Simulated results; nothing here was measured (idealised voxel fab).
process module | voxel trench capacitor
The figure presents cross-section cut, which has a width of 200 nm and is divided into square cells with an edge length of 5 nm.
Square cells in a grid make up a cross-section in this document, and the grid is given as bands, listed from the top down, each one or more rows of cells. Top, bottom (nm), then materials left to right with widths (nm); lone material tagged "full width" fills the whole band edge to edge; "blank" = empty space. It should be noted that heights are counted from 0, beneath which the wafer as supplied is of one material throughout, and that the lowest band possesses no lower boundary but continues downward, as written in "z 0 and below". It should be noted that a width expressed as "30 to 40" varies in equal increments from row to row of cells within the band, taking the value of the first number at the top row and that of the second number at the bottom row. Reading "remains unaltered" for a step: not a cell of the cross-section changed in it. So "Fully closed voids" is basically the list of trapped voids: any empty space of 8 cells or more that can't reach the top through an opening. They're written width x height at distance, the distance being from the left edge, and it's all nm. after a step's settings: what the simulator itself notes on the step. A step line may carry the setting "overlay nm", which, for steps involving a mask, states the distance by which the mask lay to the right of its intended position; negative values denote displacement to the left.

-- Below is the list of planned process steps
1,RECEIVE with material Si
2,CONFORMAL_DEP with material SiN, thk nm 5
3,DIRECTIONAL_DEP with material aC, thk nm 10
4,PATTERN with tone open, mask id TRENCH, material resist, width nm 25, pitch nm 55, thk nm 30, overlay nm 0
5,DIRECTIONAL_ETCH with etch materials aC, depth nm 10
6,STRIP with etch materials resist
7,DIRECTIONAL_ETCH with etch materials SiN, depth nm 5
8,DIRECTIONAL_ETCH with etch materials Si, depth nm 35
9,STRIP with etch materials aC
10,CONFORMAL_DEP with material Al2O3, thk nm 5
11,FILL_DEP with material polySi, thk nm 5
12,CMP with height nm 5

-- Incoming wafer, cross-sectional view, post step 1
z 0 and below  Si full width
Fully closed voids: none

-- Wafer at module end, in section. Began as above, planned as above, run with one mistake
z 5 to 0  SiN 50, Al2O3 5, polySi 15, Al2O3 5, SiN 30, Al2O3 5, polySi 15, Al2O3 5, SiN 70
z 0 to -30  Si 50, Al2O3 5, polySi 15, Al2O3 5, Si 30, Al2O3 5, polySi 15, Al2O3 5, Si 70
z -30 to -35  Si 50, Al2O3 25, Si 30, Al2O3 25, Si 70
z -35 and below  Si full width
Fully closed voids: none
Finding, execution versus plan: step 4 ran with different settings than intended, the actual operation and settings being PATTERN with tone open, mask id TRENCH, material resist, width nm 25, pitch nm 55, thk nm 30, overlay nm -10
